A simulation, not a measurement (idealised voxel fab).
Module name: voxel capacitor over wiring (process module)
The figure presents cross-section cut, which has a width of 200 nm and is divided into square cells with an edge length of 5 nm.
Cross-section layout: square cells on a grid; listed as bands, top to bottom; a band spans one or more cell rows.
Band entry format. Leading values: height of top, height of bottom, nm. Remainder: materials in left-to-right order, each with its width in nm. Special words: "throughout" on a single material, which then fills the band edge to edge; "air", empty space.
We count height from 0. Below that, the starting wafer is all one material. The lowest band never ends at the bottom but goes on down; see "0 nm and below" for how that is written.
With a width like "30 to 40", each row of cells in the band differs from the next by the same amount, the top row carrying the first number and the bottom row the second.
A step reported as "left unchanged" is a step in which no cell of the cross-section changed.
Reported under the label "Enclosed void entries" are the empty spaces having no open way to the top and comprising 8 cells or more; the notation for each is width x height at distance, in which the distance is measured from the left edge and all three values are in nm.
Past the settings on a step's line: simulator remark, on that step.
overlay nm: mask offset rightward from planned place, masked step; negative means leftward offset.

PLANNED STEP LIST FOR THE PROCESS
1) RECEIVE [material Si]
2) CONFORMAL_DEP [material SiO2] [thk nm 15]
3) DIRECTIONAL_DEP [material TiN] [thk nm 5]
4) DIRECTIONAL_DEP [material W] [thk nm 20]
5) PATTERN [tone cover] [mask id METAL_1] [material resist] [width nm 20] [pitch nm 80] [thk nm 15] [overlay nm 0]
6) DIRECTIONAL_ETCH [etch materials W] [depth nm 20]
7) DIRECTIONAL_ETCH [etch materials TiN] [depth nm 5]
8) STRIP [etch materials resist]
9) CONFORMAL_DEP [material SiN] [thk nm 5]
10) FILL_DEP [material lowk] [thk nm 10]
11) CMP [height nm 40]
12) CONFORMAL_DEP [material SiCN] [thk nm 5]
13) DIRECTIONAL_DEP [material SiO2] [thk nm 20]
14) MASKED_ETCH [tone open] [mask id PLUG_1] [width nm 15] [etch materials SiO2] [depth nm 20] [overlay nm 0]
15) MASKED_ETCH [tone open] [mask id PLUG_1] [width nm 15] [etch materials SiCN] [depth nm 5] [overlay nm 0]
16) CONFORMAL_DEP [material TiN] [thk nm 5]
17) FILL_DEP [material W] [thk nm 10]
18) CMP [height nm 65]
19) DIRECTIONAL_DEP [material TiN] [thk nm 5]
20) DIRECTIONAL_DEP [material Al2O3] [thk nm 5]
21) DIRECTIONAL_DEP [material TiN] [thk nm 10]
22) MASKED_ETCH [tone cover] [mask id UPPER_PLATE] [width nm 65] [etch materials TiN] [depth nm 10] [overlay nm -15]
23) MASKED_ETCH [tone cover] [mask id UPPER_PLATE] [width nm 65] [etch materials Al2O3] [depth nm 5] [overlay nm 0]
24) DIRECTIONAL_DEP [material aC] [thk nm 15]
25) PATTERN [tone cover] [mask id LOWER_PLATE] [material resist] [width nm 75] [thk nm 35] [overlay nm 0]
26) DIRECTIONAL_ETCH [etch materials aC] [depth nm 15]
27) STRIP [etch materials resist]
28) DIRECTIONAL_ETCH [etch materials TiN] [depth nm 5]
29) STRIP [etch materials aC]
30) FILL_DEP [material SiO2] [thk nm 15]
31) CMP [height nm 95]
32) MASKED_ETCH [tone open] [mask id PLUG_2] [width nm 15] [etch materials SiO2] [depth nm 10] [overlay nm 0]
33) CONFORMAL_DEP [material TiN] [thk nm 5]
34) FILL_DEP [material W] [thk nm 5]
35) CMP [height nm 95]
36) CONFORMAL_DEP [material SiN] [thk nm 5]
The plan's step 22 overlay nm is the first wafer's value; the wafers differ in this setting and start identical.

THE AS-RECEIVED CROSS-SECTION OF THE FIRST OF SEVERAL WAFERS CORRESPONDS TO THE STATE AFTER STEP 1
> 0 nm and below: Si throughout
> Enclosed void entries: none

PER WAFER, END OF MODULE: CELLS GAINED (+) OR LOST (-) PER MATERIAL SINCE RECEIPT, THEN CLOSED VOIDS
overlay nm -15, +16 Al2O3, +37 SiCN, +88 SiN, +445 SiO2, +65 TiN, +37 W, +112 lowk, Enclosed void entries: none
overlay nm -10, +15 Al2O3, +37 SiCN, +88 SiN, +446 SiO2, +65 TiN, +37 W, +112 lowk, Enclosed void entries: none
overlay nm -5, +14 Al2O3, +37 SiCN, +88 SiN, +447 SiO2, +65 TiN, +37 W, +112 lowk, Enclosed void entries: none
overlay nm 0, +13 Al2O3, +37 SiCN, +88 SiN, +448 SiO2, +65 TiN, +37 W, +112 lowk, Enclosed void entries: none
overlay nm 5, +14 Al2O3, +37 SiCN, +88 SiN, +447 SiO2, +65 TiN, +37 W, +112 lowk, Enclosed void entries: none
overlay nm 10, +15 Al2O3, +37 SiCN, +88 SiN, +446 SiO2, +65 TiN, +37 W, +112 lowk, Enclosed void entries: none
overlay nm 15, +16 Al2O3, +37 SiCN, +88 SiN, +445 SiO2, +65 TiN, +37 W, +112 lowk, Enclosed void entries: none
